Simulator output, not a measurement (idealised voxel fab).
The following is a process module called voxel transistor to metal.
For reference, the cross-section in this document is cut, with width 175 nm and square cells of 5 nm.
In this document a cross-section is written as a grid of square cells. It is given as a series of bands, listed from the top down, and a band is one or more rows of cells. It is stipulated that each band's entry specify, in nanometres, the height of the top of the band and then that of its bottom, followed by the materials of the band in left-to-right sequence, each together with its width in nanometres. A single material marked by the word "everywhere" is understood to fill the band from edge to edge; the word "air" is understood to denote empty space. We count height from 0. Below that, the starting wafer is all one material. The lowest band never ends at the bottom but goes on down; see "top 0, no bottom" for how that is written. You'd read "30 to 40" like this: the band's top row of cells is as wide as the first number, its bottom row is as wide as the second, and going down, every row changes width by the same amount as the row before did. "changes: none" means the step left every cell of the cross-section as it was. If an empty space has no open way to the top and is at least 8 cells in size, "Enclosed cavities" lists it, written width x height at distance, where distance is measured from the left edge and every value is in nm. Step line, after settings: the simulator's comment on this step. What "overlay nm" on a step's line means: if the step has a mask, that mask lay this far to the right of its planned place, or, when the value is negative, to the left.
Intended process steps
1 RECEIVE: material Si
2 CONFORMAL_DEP: material SiO2, thk nm 5
3 CONFORMAL_DEP: material SiN, thk nm 10
4 DIRECTIONAL_DEP: material aC, thk nm 15
5 PATTERN: tone cover, mask id ACTIVE, material resist, width nm 115, thk nm 35, overlay nm 0
6 DIRECTIONAL_ETCH: etch materials aC, depth nm 15
7 STRIP: etch materials resist
8 DIRECTIONAL_ETCH: etch materials SiN, depth nm 10
9 DIRECTIONAL_ETCH: etch materials SiO2, depth nm 5
10 DIRECTIONAL_ETCH: etch materials Si, depth nm 35
11 STRIP: etch materials aC
12 OXIDIZE: depth nm 5
13 FILL_DEP: material SiO2, thk nm 10
14 CMP: height nm 15
15 SELECTIVE_ETCH: etch materials SiO2, depth nm 5
16 STRIP: etch materials SiN
17 SELECTIVE_ETCH: etch materials SiO2, depth nm 5
18 OXIDIZE: depth nm 5
19 DIRECTIONAL_DEP: material polySi, thk nm 30
20 DIRECTIONAL_DEP: material SiCN, thk nm 10
21 DIRECTIONAL_DEP: material aC, thk nm 15
22 PATTERN: tone cover, mask id GATE, material resist, width nm 25, thk nm 30, overlay nm 0
23 DIRECTIONAL_ETCH: etch materials aC, depth nm 15
24 STRIP: etch materials resist
25 DIRECTIONAL_ETCH: etch materials SiCN, depth nm 20
26 DIRECTIONAL_ETCH: etch materials polySi, depth nm 40
27 STRIP: etch materials aC
28 CONFORMAL_DEP: material SiN, thk nm 10
29 DIRECTIONAL_ETCH: etch materials SiN, depth nm 10
30 DIRECTIONAL_ETCH: etch materials SiO2, depth nm 5
31 DIRECTIONAL_ETCH: etch materials Si, depth nm 5
32 EPI: material pSi, thk nm 5
33 FILL_DEP: material SiO2, thk nm 5
34 CMP: height nm 30
35 STRIP: etch materials polySi
36 SELECTIVE_ETCH: etch materials SiO2, depth nm 5
37 CONFORMAL_DEP: material HfO2, thk nm 5
38 CONFORMAL_DEP: material TiN, thk nm 5
39 FILL_DEP: material W, thk nm 10
40 CMP: height nm 25
41 DIRECTIONAL_DEP: material SiO2, thk nm 15
42 DIRECTIONAL_DEP: material aC, thk nm 15
43 PATTERN: tone open, mask id CONTACT, material resist, width nm 15, pitch nm 80, thk nm 35, overlay nm 0
44 DIRECTIONAL_ETCH: etch materials aC, depth nm 15
45 STRIP: etch materials resist
46 DIRECTIONAL_ETCH: etch materials SiO2, depth nm 45
47 STRIP: etch materials aC
48 CONFORMAL_DEP: material TiN, thk nm 5
49 FILL_DEP: material Ru, thk nm 10
50 CMP: height nm 40
51 DIRECTIONAL_DEP: material TiN, thk nm 5
52 DIRECTIONAL_DEP: material W, thk nm 15
53 MASKED_ETCH: tone cover, mask id METAL_1, width nm 15, pitch nm 80, etch materials W, depth nm 15, overlay nm 0
54 MASKED_ETCH: tone cover, mask id METAL_1, width nm 15, pitch nm 80, etch materials TiN, depth nm 5, overlay nm 0
55 CONFORMAL_DEP: material SiN, thk nm 5
56 FILL_DEP: material SiO2, thk nm 10
57 CMP: height nm 60
58 CONFORMAL_DEP: material SiCN, thk nm 5
Wafer at receipt (post step 1), cross-section
	top 0, no bottom | Si everywhere
	Enclosed cavities: none
Cross-section taken at module completion on the first of two wafers; processed per the plan
	top 65, bottom 60 | SiCN everywhere
	top 60, bottom 45 | SiO2 35; SiN 5; W 15; SiN 5; SiO2 55; SiN 5; W 15; SiN 5; SiO2 35
	top 45, bottom 40 | SiN 40; TiN 15; SiN 65; TiN 15; SiN 40
	top 40, bottom 25 | SiO2 40; TiN 5; Ru 5; TiN 5; SiO2 65; TiN 5; Ru 5; TiN 5; SiO2 40
	top 25, bottom 5 | SiO2 40; TiN 5; Ru 5; TiN 5; SiO2 10; SiN 10; HfO2 5; TiN 5; W 5; TiN 5; HfO2 5; SiN 10; SiO2 10; TiN 5; Ru 5; TiN 5; SiO2 40
	top 5, bottom 0 | SiO2 25; SiN 10; SiO2 5; TiN 5; Ru 5; TiN 5; SiO2 10; SiN 10; HfO2 5; TiN 15; HfO2 5; SiN 10; SiO2 10; TiN 5; Ru 5; TiN 5; SiO2 5; SiN 10; SiO2 25
	top 0, bottom -5 | SiO2 40; TiN 15; SiO2 5; pSi 5; SiO2 5; HfO2 35; SiO2 5; pSi 5; SiO2 5; TiN 15; SiO2 40
	top -5, bottom -10 | SiO2 35; pSi 30; Si 45; pSi 30; SiO2 35
	top -10, bottom -40 | SiO2 35; Si 105; SiO2 35
	top -40, no bottom | Si everywhere
	Enclosed cavities: none
Wafer two (of two), end-of-module cross-section: start = wafer one, plan = wafer one, one run mistake
	top 65, bottom 60 | SiCN everywhere
	top 60, bottom 45 | SiO2 35; SiN 5; W 15; SiN 5; SiO2 55; SiN 5; W 15; SiN 5; SiO2 35
	top 45, bottom 40 | SiN 40; TiN 15; SiN 65; TiN 15; SiN 40
	top 40, bottom 25 | SiO2 40; TiN 5; Ru 5; TiN 5; SiO2 65; TiN 5; Ru 5; TiN 5; SiO2 40
	top 25, bottom 5 | SiO2 40; TiN 5; Ru 5; TiN 5; SiO2 20; SiN 10; HfO2 5; TiN 5; W 5; TiN 5; HfO2 5; SiN 10; TiN 5; Ru 5; TiN 5; SiO2 40
	top 5, bottom 0 | SiO2 25; SiN 10; SiO2 5; TiN 5; Ru 5; TiN 5; SiO2 20; SiN 10; HfO2 5; TiN 15; HfO2 5; SiN 10; TiN 15; SiO2 5; SiN 10; SiO2 25
	top 0, bottom -5 | SiO2 40; TiN 15; SiO2 15; pSi 5; SiO2 5; HfO2 35; SiO2 5; pSi 5; TiN 10; SiO2 40
	top -5, bottom -10 | SiO2 35; pSi 40; Si 45; pSi 20; SiO2 35
	top -10, bottom -40 | SiO2 35; Si 105; SiO2 35
	top -40, no bottom | Si everywhere
	Enclosed cavities: none
Finding, execution versus plan: step 22 went in with a setting other than planned; the actual run was PATTERN: tone cover, mask id GATE, material resist, width nm 25, thk nm 30, overlay nm 10
Bottom line after processing is that, in cells, the second wafer is up or down on some materials versus the first: Ru -1, SiO2 +1
